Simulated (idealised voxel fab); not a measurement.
Name of the process module below: voxel double patterning
Cross-sectional view cut (width: 250 nm; square cell size: 5 nm).
Reading order for cross-sections: top band down to bottom band. Underlying form: a grid of square cells. Band size: one or more rows of cells.
The entry gives the band's vertical extent as a top height and a bottom height in nm, then its horizontal make-up as materials from left to right, each with a width in nm. "empty" stands for empty space; a single material marked "edge to edge" fills the band edge to edge.
All heights in this document are referenced to 0, defined as the level beneath which the wafer, as received, consists entirely of one material. The lowest band is not bounded below; it extends indefinitely downward and is written in the form "0 -> down".
So if you see something like "30 to 40" for the width, read it as the top row of the band sitting at the first number and the bottom row at the second, with every row in between moving by the same amount as the last.
Given "no change occurred" for a step, no cell of the cross-section differs between before and after that step.
Closed-off voids of 8+ cells (no open route to the top) go in "Trapped voids", written width x height at distance from the left edge, in nm.
It should be noted that, on the line of a given step, the content following the step's settings is a remark produced by the simulator itself with respect to that step.
overlay nm: step with mask; distance mask lay right of planned place; negative value = left of planned place.

THE PLANNED PROCESS STEPS ARE ENUMERATED HEREUNDER
1. RECEIVE: material Si
2. CONFORMAL_DEP: material SiO2, thk nm 5
3. DIRECTIONAL_DEP: material polySi, thk nm 10
4. DIRECTIONAL_DEP: material SiCN, thk nm 10
5. DIRECTIONAL_DEP: material aC, thk nm 10
6. PATTERN: tone open, mask id FIRST, material resist, width nm 15, pitch nm 50, thk nm 25, overlay nm 0
7. DIRECTIONAL_ETCH: etch materials aC, depth nm 10
8. STRIP: etch materials resist
9. DIRECTIONAL_ETCH: etch materials SiCN, depth nm 10
10. STRIP: etch materials aC
11. PATTERN: tone open, mask id SECOND, material resist, width nm 15, pitch nm 50, thk nm 20, overlay nm 0
12. DIRECTIONAL_ETCH: etch materials SiCN, depth nm 10
13. STRIP: etch materials resist
14. DIRECTIONAL_ETCH: etch materials polySi, depth nm 10
15. STRIP: etch materials SiCN

WAFER, FIRST OF TWO, RUN AS PLANNED

WAFER AS RECEIVED: CROSS-SECTION FOLLOWING STEP 1
> 0 -> down = Si edge to edge
> Trapped voids: none

STEP 2 DONE - WAFER CROSS-SECTION
> 5 -> 0 = SiO2 edge to edge
> Whatever lies below 0 is exactly as it was before.

STEP 3 DONE - WAFER CROSS-SECTION
> 15 -> 5 = polySi edge to edge
> Whatever lies below 5 is exactly as it was before.

STEP 4 DONE - WAFER CROSS-SECTION
> 25 -> 15 = SiCN edge to edge
> Whatever lies below 15 is exactly as it was before.

STEP 5 DONE - WAFER CROSS-SECTION
> 35 -> 25 = aC edge to edge
> Whatever lies below 25 is exactly as it was before.

STEP 6 DONE - WAFER CROSS-SECTION
> 60 -> 35 = resist (65)  empty (15)  resist (35)  empty (15)  resist (35)  empty (15)  resist (70)
> Whatever lies below 35 is exactly as it was before.

STEP 7 DONE - WAFER CROSS-SECTION
> 50 -> 35 = resist (65)  empty (15)  resist (35)  empty (15)  resist (35)  empty (15)  resist (70)
> 35 -> 25 = aC (65)  empty (15)  aC (35)  empty (15)  aC (35)  empty (15)  aC (70)
> Whatever lies below 25 is exactly as it was before.

STEP 8 DONE - WAFER CROSS-SECTION
> 35 -> 25 = aC (65)  empty (15)  aC (35)  empty (15)  aC (35)  empty (15)  aC (70)
> Whatever lies below 25 is exactly as it was before.

STEP 9 DONE - WAFER CROSS-SECTION
> 35 -> 25 = aC (65)  empty (15)  aC (35)  empty (15)  aC (35)  empty (15)  aC (70)
> 25 -> 15 = SiCN (65)  empty (15)  SiCN (35)  empty (15)  SiCN (35)  empty (15)  SiCN (70)
> Whatever lies below 15 is exactly as it was before.

STEP 10 DONE - WAFER CROSS-SECTION
> 25 -> 15 = SiCN (65)  empty (15)  SiCN (35)  empty (15)  SiCN (35)  empty (15)  SiCN (70)
> Whatever lies below 15 is exactly as it was before.

STEP 11 DONE - WAFER CROSS-SECTION
> 45 -> 25 = resist (90)  empty (15)  resist (35)  empty (15)  resist (95)
> 25 -> 15 = SiCN (65)  resist (15)  SiCN (35)  resist (15)  SiCN (35)  resist (15)  SiCN (70)
> Whatever lies below 15 is exactly as it was before.

STEP 12 DONE - WAFER CROSS-SECTION
> 45 -> 25 = resist (90)  empty (15)  resist (35)  empty (15)  resist (95)
> 25 -> 15 = SiCN (65)  resist (15)  SiCN (10)  empty (15)  SiCN (10)  resist (15)  SiCN (10)  empty (15)  SiCN (10)  resist (15)  SiCN (70)
> Whatever lies below 15 is exactly as it was before.

STEP 13 DONE - WAFER CROSS-SECTION
> 25 -> 15 = SiCN (65)  empty (15)  SiCN (10)  empty (15)  SiCN (10)  empty (15)  SiCN (10)  empty (15)  SiCN (10)  empty (15)  SiCN (70)
> Whatever lies below 15 is exactly as it was before.

STEP 14 DONE - WAFER CROSS-SECTION
> 25 -> 15 = SiCN (65)  empty (15)  SiCN (10)  empty (15)  SiCN (10)  empty (15)  SiCN (10)  empty (15)  SiCN (10)  empty (15)  SiCN (70)
> 15 -> 5 = polySi (65)  empty (15)  polySi (10)  empty (15)  polySi (10)  empty (15)  polySi (10)  empty (15)  polySi (10)  empty (15)  polySi (70)
> Whatever lies below 5 is exactly as it was before.

STEP 15 DONE - WAFER CROSS-SECTION
> 15 -> 5 = polySi (65)  empty (15)  polySi (10)  empty (15)  polySi (10)  empty (15)  polySi (10)  empty (15)  polySi (10)  empty (15)  polySi (70)
> Whatever lies below 5 is exactly as it was before.

WAFER TWO OF THE PAIR: SAME ORIGIN, SAME PLAN, ONE ERROR DURING THE RUN; IDENTICAL TO WAFER ONE UP TO AND INCLUDING STEP 10

PLANNED END OF STEP 11: SECOND WAFER, CROSS-SECTION
> 45 -> 25 = empty (90)  resist (15)  empty (35)  resist (15)  empty (95)
> Whatever lies below 25 is exactly as it was before.

PLANNED END OF STEP 12: SECOND WAFER, CROSS-SECTION
> 45 -> 25 = empty (90)  resist (15)  empty (35)  resist (15)  empty (95)
> 25 -> 15 = empty (90)  SiCN (15)  empty (35)  SiCN (15)  empty (95)
> Whatever lies below 15 is exactly as it was before.

PLANNED END OF STEP 13: SECOND WAFER, CROSS-SECTION
> 25 -> 15 = empty (90)  SiCN (15)  empty (35)  SiCN (15)  empty (95)
> Whatever lies below 15 is exactly as it was before.

PLANNED END OF STEP 14: SECOND WAFER, CROSS-SECTION
> 25 -> 15 = empty (90)  SiCN (15)  empty (35)  SiCN (15)  empty (95)
> 15 -> 5 = empty (90)  polySi (15)  empty (35)  polySi (15)  empty (95)
> Whatever lies below 5 is exactly as it was before.

PLANNED END OF STEP 15: SECOND WAFER, CROSS-SECTION
> 15 -> 5 = empty (90)  polySi (15)  empty (35)  polySi (15)  empty (95)
> Whatever lies below 5 is exactly as it was before.
Error vs. plan: so step 11 ended up running with a different setting than we planned, it ran as PATTERN: tone cover, mask id SECOND, material resist, width nm 15, pitch nm 50, thk nm 20, overlay nm 0
FYI, end of process, the second wafer has more or fewer cells of some materials than the first: polySi: 58 fewer
